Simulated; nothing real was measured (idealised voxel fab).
process module | voxel local oxidation
cross-section cut | 145 nm wide | cells 5 nm
A cross-section is a grid of square cells, given in bands from the top down. A band is one or more rows of cells.
Each band's line starts with the height of the band's top and of its bottom, in nm. Then come its materials from left to right, each with its width in nm. One material with "throughout" fills the band from edge to edge. "air" is empty space.
Height 0 is the level under which the wafer as received is all one material. The lowest band goes on downwards, as in "0 down".
A width such as "30 to 40" changes by the same amount from each row of cells to the next, from the band's top row to its bottom row.
"no change" after a step means that no cell of the cross-section changed.
closed voids: empty space of 8 cells or more with no open way to the top, each as width x height at its distance from the left edge, in nm
after a step's settings: what the simulator itself notes on the step
overlay nm, on a step with a mask: how far to the right of its planned place the mask lay; to the left if negative
plan
1 op RECEIVE | material Si
2 op CONFORMAL_DEP | material SiO2 | thk nm 5
3 op CONFORMAL_DEP | material SiN | thk nm 10
4 op PATTERN | tone cover | mask id ACTIVE | material resist | width nm 105 | thk nm 20 | overlay nm 0
5 op DIRECTIONAL_ETCH | etch materials SiN | depth nm 10
6 op STRIP | etch materials resist
7 op SELECTIVE_ETCH | etch materials SiO2 | depth nm 5
8 op OXIDIZE | depth nm 10
9 op STRIP | etch materials SiN
varied across the wafers: width nm of step 4. The plan shows the first wafer's value. All wafers start alike
first wafer as received, after step 1
  0 down: Si throughout
  closed voids: none
first wafer at the end, after step 9
  5 to 0: air 25 | SiO2 95 | air 25
  0 to -10: SiO2 35 | Si 75 | SiO2 35
  -10 down: Si throughout
  closed voids: none
last wafer at the end
  5 to 0: air 20 | SiO2 105 | air 20
  0 to -10: SiO2 30 | Si 85 | SiO2 30
  -10 down: Si throughout
  closed voids: none
each wafer at the end: cells of each material gained (+) or lost (-) since it was received, then its closed voids
width nm 105 | -28 Si | +47 SiO2 | closed voids: none
width nm 110 | -26 Si | +46 SiO2 | closed voids: none
width nm 115 | -24 Si | +45 SiO2 | closed voids: none
